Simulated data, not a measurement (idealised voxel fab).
The name of this process module is voxel ribs on slabs.
Square cell edge 5 nm, section width 250 nm, ID cut.
In this document a cross-section is written as a grid of square cells. It is given as a series of bands, listed from the top down, and a band is one or more rows of cells. First you get the band's top height and its bottom height, in nm, and then the materials it's made of, left to right, with each width in nm. If you see a single material with "full width", that one covers the band edge to edge. "empty" is empty space. Beneath 0, the wafer as received is one material, and that level is where height counting begins. The lowest band goes on downward without a bottom; it is written like "from 0 down". The notation "30..40" denotes a width that varies across the rows of cells in the band, beginning at the first number in the top row, finishing at the second number in the bottom row, and changing by an identical amount from each row to the next. A step reported as "remains unaltered" is a step in which no cell of the cross-section changed. You'll see "Sealed internal cavities" listing empty spaces that have no way open to the top, as long as they're 8 cells or more; the notation is width x height at distance, where the distance is from the left edge, and all of it is in nm. Whatever follows a step's settings on its line is a remark the simulator itself makes about that step. "overlay nm", when on a step's line for a step with a mask, measures how far to the right of its planned place the mask lay; a negative measure means to the left.

# Steps in the process plan
| 1 | RECEIVE with material Si |
| 2 | DIRECTIONAL_DEP with material SiO2, thk nm 20 |
| 3 | DIRECTIONAL_DEP with material SiN, thk nm 20 |
| 4 | PATTERN with tone cover, mask id RIB, material resist, width nm 25, thk nm 20, overlay nm 0 |
| 5 | DIRECTIONAL_ETCH with etch materials SiN, depth nm 10 |
| 6 | STRIP with etch materials resist |
| 7 | PATTERN with tone cover, mask id SLAB, material resist, width nm 55, thk nm 15, overlay nm 0 |
| 8 | DIRECTIONAL_ETCH with etch materials SiN, depth nm 10 |
| 9 | STRIP with etch materials resist |
| 10 | FILL_DEP with material SiO2, thk nm 15 |
| 11 | CMP with height nm 50 |
| 12 | DIRECTIONAL_DEP with material TiN, thk nm 10 |
| 13 | MASKED_ETCH with tone cover, mask id HEATER, width nm 35, etch materials TiN, depth nm 10, overlay nm 0 |
| 14 | CONFORMAL_DEP with material SiN, thk nm 10 |

# On the first of the two wafers: run conducted according to plan

# Cross-section of the incoming wafer, state after step 1
  from 0 down: Si full width
  Sealed internal cavities: none

# Wafer after step 2 (cross-section)
  from 20 to 0: SiO2 full width
  At heights below 0, the structure remains unaltered.

# Wafer after step 3 (cross-section)
  from 40 to 20: SiN full width
  At heights below 20, the structure remains unaltered.

# Wafer after step 4 (cross-section)
  from 60 to 40: empty (110)  resist (25)  empty (115)
  At heights below 40, the structure remains unaltered.

# Wafer after step 5 (cross-section)
  from 60 to 40: empty (110)  resist (25)  empty (115)
  from 40 to 30: empty (110)  SiN (25)  empty (115)
  At heights below 30, the structure remains unaltered.

# Wafer after step 6 (cross-section)
  from 40 to 30: empty (110)  SiN (25)  empty (115)
  At heights below 30, the structure remains unaltered.

# Wafer after step 7 (cross-section)
  from 55 to 40: empty (95)  resist (55)  empty (100)
  from 40 to 30: empty (95)  resist (15)  SiN (25)  resist (15)  empty (100)
  At heights below 30, the structure remains unaltered.

# Wafer after step 8 (cross-section)
  from 55 to 40: empty (95)  resist (55)  empty (100)
  from 40 to 30: empty (95)  resist (15)  SiN (25)  resist (15)  empty (100)
  from 30 to 20: empty (95)  SiN (55)  empty (100)
  At heights below 20, the structure remains unaltered.

# Wafer after step 9 (cross-section)
  from 40 to 30: empty (110)  SiN (25)  empty (115)
  At heights below 30, the structure remains unaltered.

# Wafer after step 10 (cross-section)
  from 55 to 40: SiO2 full width
  from 40 to 30: SiO2 (110)  SiN (25)  SiO2 (115)
  from 30 to 20: SiO2 (95)  SiN (55)  SiO2 (100)
  At heights below 20, the structure remains unaltered.

# Wafer after step 11 (cross-section)
  from 50 to 40: SiO2 full width
  At heights below 40, the structure remains unaltered.

# Wafer after step 12 (cross-section)
  from 60 to 50: TiN full width
  At heights below 50, the structure remains unaltered.

# Wafer after step 13 (cross-section)
  from 60 to 50: empty (105)  TiN (35)  empty (110)
  At heights below 50, the structure remains unaltered.

# Wafer after step 14 (cross-section)
  from 70 to 60: empty (95)  SiN (55)  empty (100)
  from 60 to 50: SiN (105)  TiN (35)  SiN (110)
  At heights below 50, the structure remains unaltered.

# Second Wafer (Identical Start and Plan, One Processing Error; Matches First Wafer Through Step 2)

# Second wafer: cross-section at the scheduled end of step 3
  from 40 to 0: SiO2 full width
  At heights below 0, the structure remains unaltered.

# Second wafer: cross-section at the scheduled end of step 4
  from 60 to 40: empty (110)  resist (25)  empty (115)
  At heights below 40, the structure remains unaltered.

Second wafer: cross-section at the scheduled end of step 5: remains unaltered

# Second wafer: cross-section at the scheduled end of step 6
  from 40 to 0: SiO2 full width
  At heights below 0, the structure remains unaltered.

# Second wafer: cross-section at the scheduled end of step 7
  from 55 to 40: empty (95)  resist (55)  empty (100)
  At heights below 40, the structure remains unaltered.

Second wafer: cross-section at the scheduled end of step 8: remains unaltered

# Second wafer: cross-section at the scheduled end of step 9
  from 40 to 0: SiO2 full width
  At heights below 0, the structure remains unaltered.

# Second wafer: cross-section at the scheduled end of step 10
  from 55 to 0: SiO2 full width
  At heights below 0, the structure remains unaltered.

# Second wafer: cross-section at the scheduled end of step 11
  from 50 to 0: SiO2 full width
  At heights below 0, the structure remains unaltered.

# Second wafer: cross-section at the scheduled end of step 12
  from 60 to 50: TiN full width
  At heights below 50, the structure remains unaltered.

# Second wafer: cross-section at the scheduled end of step 13
  from 60 to 50: empty (105)  TiN (35)  empty (110)
  At heights below 50, the structure remains unaltered.

# Second wafer: cross-section at the scheduled end of step 14
  from 70 to 60: empty (95)  SiN (55)  empty (100)
  from 60 to 50: SiN (105)  TiN (35)  SiN (110)
  At heights below 50, the structure remains unaltered.
What was the processing mistake? for step 3, the planned setting was not used; the step was instead run as DIRECTIONAL_DEP with material SiO2, thk nm 20
Bottom line after processing is that, in cells, the second wafer is up or down on some materials versus the first: SiN: 32 fewer; SiO2: 32 more
